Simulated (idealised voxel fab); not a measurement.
The process module presented herein is designated voxel capacitor over wiring.
Displayed cross-section: cut, width of 200 nm, square cells sized 5 nm.
A cross-section in this document is a grid of square cells, and it is written down as bands, the top band listed before the ones below it; a band is made up of one or more rows of cells.
Top height, bottom height, nm. Materials left to right, width each, nm. Single material + "all across" = fills band edge to edge. "empty" = empty.
The level at which height equals 0 is the one under which the wafer, as it arrives, is entirely one material. No lower edge exists for the bottom band, which continues downward and is notated as in "0 -> down".
Think of "30..40" as a width that walks from the first number to the second as you go down the band, top row to bottom row, taking equal-sized steps from row to row.
"no modification" (step): cross-section cells unchanged, all of them.
"Unvented internal voids" contains a list of empty spaces, each no smaller than 8 cells and without an open way to the top, written in the form width x height at distance with the distance from the left edge and all three in nm.
Whatever follows a step's settings on its line is a remark the simulator itself makes about that step.
On any step carrying a mask, the "overlay nm" setting, if present on the step's line, tells how far right of its planned place the mask lay; negative values point to the left.
Process steps (planned):
- 1: RECEIVE: material Si
- 2: CONFORMAL_DEP: material SiO2, thk nm 15
- 3: DIRECTIONAL_DEP: material TiN, thk nm 5
- 4: DIRECTIONAL_DEP: material W, thk nm 20
- 5: PATTERN: tone cover, mask id METAL_1, material resist, width nm 20, pitch nm 80, thk nm 15, overlay nm 0
- 6: DIRECTIONAL_ETCH: etch materials W, depth nm 20
- 7: DIRECTIONAL_ETCH: etch materials TiN, depth nm 5
- 8: STRIP: etch materials resist
- 9: CONFORMAL_DEP: material SiN, thk nm 5
- 10: FILL_DEP: material lowk, thk nm 10
- 11: CMP: height nm 40
- 12: CONFORMAL_DEP: material SiCN, thk nm 5
- 13: DIRECTIONAL_DEP: material SiO2, thk nm 20
- 14: MASKED_ETCH: tone open, mask id PLUG_1, width nm 15, etch materials SiO2, depth nm 20, overlay nm 0
- 15: MASKED_ETCH: tone open, mask id PLUG_1, width nm 15, etch materials SiCN, depth nm 5, overlay nm 0
- 16: CONFORMAL_DEP: material TiN, thk nm 5
- 17: FILL_DEP: material W, thk nm 10
- 18: CMP: height nm 65
- 19: DIRECTIONAL_DEP: material TiN, thk nm 5
- 20: DIRECTIONAL_DEP: material Al2O3, thk nm 5
- 21: DIRECTIONAL_DEP: material TiN, thk nm 10
- 22: MASKED_ETCH: tone cover, mask id UPPER_PLATE, width nm 65, etch materials TiN, depth nm 10, overlay nm 0
- 23: MASKED_ETCH: tone cover, mask id UPPER_PLATE, width nm 65, etch materials Al2O3, depth nm 5, overlay nm 0
- 24: DIRECTIONAL_DEP: material aC, thk nm 15
- 25: PATTERN: tone cover, mask id LOWER_PLATE, material resist, width nm 75, thk nm 35, overlay nm 0
- 26: DIRECTIONAL_ETCH: etch materials aC, depth nm 15
- 27: STRIP: etch materials resist
- 28: DIRECTIONAL_ETCH: etch materials TiN, depth nm 5
- 29: STRIP: etch materials aC
- 30: FILL_DEP: material SiO2, thk nm 15
- 31: CMP: height nm 95
- 32: MASKED_ETCH: tone open, mask id PLUG_2, width nm 15, etch materials SiO2, depth nm 10, overlay nm 0
- 33: CONFORMAL_DEP: material TiN, thk nm 5
- 34: FILL_DEP: material W, thk nm 5
- 35: CMP: height nm 95
- 36: CONFORMAL_DEP: material SiN, thk nm 5
Account of the first of two wafers, which was processed as intended:
Cross-section: wafer on arrival = after step 1:
0 -> down | Si all across
Unvented internal voids: none
Upon completion of step 2, the wafer appears in cross-section as shown:
15 -> 0 | SiO2 all across
Below a height of 0, the structure has not been altered.
Upon completion of step 3, the wafer appears in cross-section as shown:
20 -> 15 | TiN all across
Below a height of 15, the structure has not been altered.
Upon completion of step 4, the wafer appears in cross-section as shown:
40 -> 20 | W all across
Below a height of 20, the structure has not been altered.
Upon completion of step 5, the wafer appears in cross-section as shown:
55 -> 40 | empty 50, resist 20, empty 60, resist 20, empty 50
Below a height of 40, the structure has not been altered.
Upon completion of step 6, the wafer appears in cross-section as shown:
55 -> 40 | empty 50, resist 20, empty 60, resist 20, empty 50
40 -> 20 | empty 50, W 20, empty 60, W 20, empty 50
Below a height of 20, the structure has not been altered.
Upon completion of step 7, the wafer appears in cross-section as shown:
55 -> 40 | empty 50, resist 20, empty 60, resist 20, empty 50
40 -> 20 | empty 50, W 20, empty 60, W 20, empty 50
20 -> 15 | empty 50, TiN 20, empty 60, TiN 20, empty 50
Below a height of 15, the structure has not been altered.
Upon completion of step 8, the wafer appears in cross-section as shown:
40 -> 20 | empty 50, W 20, empty 60, W 20, empty 50
Below a height of 20, the structure has not been altered.
Upon completion of step 9, the wafer appears in cross-section as shown:
45 -> 40 | empty 45, SiN 30, empty 50, SiN 30, empty 45
40 -> 20 | empty 45, SiN 5, W 20, SiN 5, empty 50, SiN 5, W 20, SiN 5, empty 45
20 -> 15 | SiN 50, TiN 20, SiN 60, TiN 20, SiN 50
Below a height of 15, the structure has not been altered.
Upon completion of step 10, the wafer appears in cross-section as shown:
55 -> 45 | lowk all across
45 -> 40 | lowk 45, SiN 30, lowk 50, SiN 30, lowk 45
40 -> 20 | lowk 45, SiN 5, W 20, SiN 5, lowk 50, SiN 5, W 20, SiN 5, lowk 45
Below a height of 20, the structure has not been altered.
Upon completion of step 11, the wafer appears in cross-section as shown:
40 -> 20 | lowk 45, SiN 5, W 20, SiN 5, lowk 50, SiN 5, W 20, SiN 5, lowk 45
Below a height of 20, the structure has not been altered.
Upon completion of step 12, the wafer appears in cross-section as shown:
45 -> 40 | SiCN all across
Below a height of 40, the structure has not been altered.
Upon completion of step 13, the wafer appears in cross-section as shown:
65 -> 45 | SiO2 all across
Below a height of 45, the structure has not been altered.
Upon completion of step 14, the wafer appears in cross-section as shown:
65 -> 45 | SiO2 55, empty 15, SiO2 130
Below a height of 45, the structure has not been altered.
Upon completion of step 15, the wafer appears in cross-section as shown:
65 -> 45 | SiO2 55, empty 15, SiO2 130
45 -> 40 | SiCN 55, empty 15, SiCN 130
Below a height of 40, the structure has not been altered.
Upon completion of step 16, the wafer appears in cross-section as shown:
70 -> 65 | TiN 60, empty 5, TiN 135
65 -> 45 | SiO2 55, TiN 5, empty 5, TiN 5, SiO2 130
45 -> 40 | SiCN 55, TiN 15, SiCN 130
Below a height of 40, the structure has not been altered.
Upon completion of step 17, the wafer appears in cross-section as shown:
80 -> 70 | W all across
70 -> 65 | TiN 60, W 5, TiN 135
65 -> 45 | SiO2 55, TiN 5, W 5, TiN 5, SiO2 130
Below a height of 45, the structure has not been altered.
Upon completion of step 18, the wafer appears in cross-section as shown:
65 -> 45 | SiO2 55, TiN 5, W 5, TiN 5, SiO2 130
Below a height of 45, the structure has not been altered.
Upon completion of step 19, the wafer appears in cross-section as shown:
70 -> 65 | TiN all across
Below a height of 65, the structure has not been altered.
Upon completion of step 20, the wafer appears in cross-section as shown:
75 -> 70 | Al2O3 all across
Below a height of 70, the structure has not been altered.
Upon completion of step 21, the wafer appears in cross-section as shown:
85 -> 75 | TiN all across
Below a height of 75, the structure has not been altered.
Upon completion of step 22, the wafer appears in cross-section as shown:
85 -> 75 | empty 55, TiN 65, empty 80
Below a height of 75, the structure has not been altered.
Upon completion of step 23, the wafer appears in cross-section as shown:
85 -> 75 | empty 55, TiN 65, empty 80
75 -> 70 | empty 55, Al2O3 65, empty 80
Below a height of 70, the structure has not been altered.
Upon completion of step 24, the wafer appears in cross-section as shown:
100 -> 85 | empty 55, aC 65, empty 80
85 -> 75 | aC 55, TiN 65, aC 80
75 -> 70 | aC 55, Al2O3 65, aC 80
Below a height of 70, the structure has not been altered.
Upon completion of step 25, the wafer appears in cross-section as shown:
135 -> 100 | empty 50, resist 75, empty 75
100 -> 85 | empty 50, resist 5, aC 65, resist 5, empty 75
Below a height of 85, the structure has not been altered.
Upon completion of step 26, the wafer appears in cross-section as shown:
120 -> 100 | empty 50, resist 75, empty 75
100 -> 85 | empty 50, resist 5, aC 65, resist 5, empty 75
85 -> 75 | empty 50, aC 5, TiN 65, aC 5, empty 75
75 -> 70 | empty 50, aC 5, Al2O3 65, aC 5, empty 75
Below a height of 70, the structure has not been altered.
Upon completion of step 27, the wafer appears in cross-section as shown:
100 -> 85 | empty 55, aC 65, empty 80
Below a height of 85, the structure has not been altered.
Upon completion of step 28, the wafer appears in cross-section as shown:
100 -> 85 | empty 55, aC 65, empty 80
85 -> 75 | empty 50, aC 5, TiN 65, aC 5, empty 75
75 -> 70 | empty 50, aC 5, Al2O3 65, aC 5, empty 75
70 -> 65 | empty 50, TiN 75, empty 75
Below a height of 65, the structure has not been altered.
Upon completion of step 29, the wafer appears in cross-section as shown:
85 -> 75 | empty 55, TiN 65, empty 80
75 -> 70 | empty 55, Al2O3 65, empty 80
Below a height of 70, the structure has not been altered.
Upon completion of step 30, the wafer appears in cross-section as shown:
100 -> 85 | SiO2 all across
85 -> 75 | SiO2 55, TiN 65, SiO2 80
75 -> 70 | SiO2 55, Al2O3 65, SiO2 80
70 -> 65 | SiO2 50, TiN 75, SiO2 75
Below a height of 65, the structure has not been altered.
Upon completion of step 31, the wafer appears in cross-section as shown:
95 -> 85 | SiO2 all across
Below a height of 85, the structure has not been altered.
Upon completion of step 32, the wafer appears in cross-section as shown:
95 -> 85 | SiO2 65, empty 15, SiO2 120
Below a height of 85, the structure has not been altered.
Upon completion of step 33, the wafer appears in cross-section as shown:
100 -> 95 | TiN 70, empty 5, TiN 125
95 -> 90 | SiO2 65, TiN 5, empty 5, TiN 5, SiO2 120
90 -> 85 | SiO2 65, TiN 15, SiO2 120
Below a height of 85, the structure has not been altered.
Upon completion of step 34, the wafer appears in cross-section as shown:
105 -> 100 | W all across
100 -> 95 | TiN 70, W 5, TiN 125
95 -> 90 | SiO2 65, TiN 5, W 5, TiN 5, SiO2 120
Below a height of 90, the structure has not been altered.
Upon completion of step 35, the wafer appears in cross-section as shown:
95 -> 90 | SiO2 65, TiN 5, W 5, TiN 5, SiO2 120
Below a height of 90, the structure has not been altered.
Upon completion of step 36, the wafer appears in cross-section as shown:
100 -> 95 | SiN all across
Below a height of 95, the structure has not been altered.
Second wafer: like start, like plan, one mistake. Through step 31 it matches the first wafer:
Cross-section: second wafer, time at which step 32 was scheduled to end:
95 -> 85 | SiO2 60, empty 15, SiO2 125
Below a height of 85, the structure has not been altered.
Cross-section: second wafer, time at which step 33 was scheduled to end:
100 -> 95 | TiN 65, empty 5, TiN 130
95 -> 90 | SiO2 60, TiN 5, empty 5, TiN 5, SiO2 125
90 -> 85 | SiO2 60, TiN 15, SiO2 125
Below a height of 85, the structure has not been altered.
Cross-section: second wafer, time at which step 34 was scheduled to end:
105 -> 100 | W all across
100 -> 95 | TiN 65, W 5, TiN 130
95 -> 90 | SiO2 60, TiN 5, W 5, TiN 5, SiO2 125
Below a height of 90, the structure has not been altered.
Cross-section: second wafer, time at which step 35 was scheduled to end:
95 -> 90 | SiO2 60, TiN 5, W 5, TiN 5, SiO2 125
Below a height of 90, the structure has not been altered.
Cross-section: second wafer, time at which step 36 was scheduled to end:
100 -> 95 | SiN all across
Below a height of 95, the structure has not been altered.
Misprocessing identified: step 32 ran with different settings than intended, the actual operation and settings being MASKED_ETCH: tone open, mask id PLUG_2, width nm 15, etch materials SiO2, depth nm 10, overlay nm -5
So at the finish, the second wafer's got exactly as many cells of each material as the first, just not in the same spots.
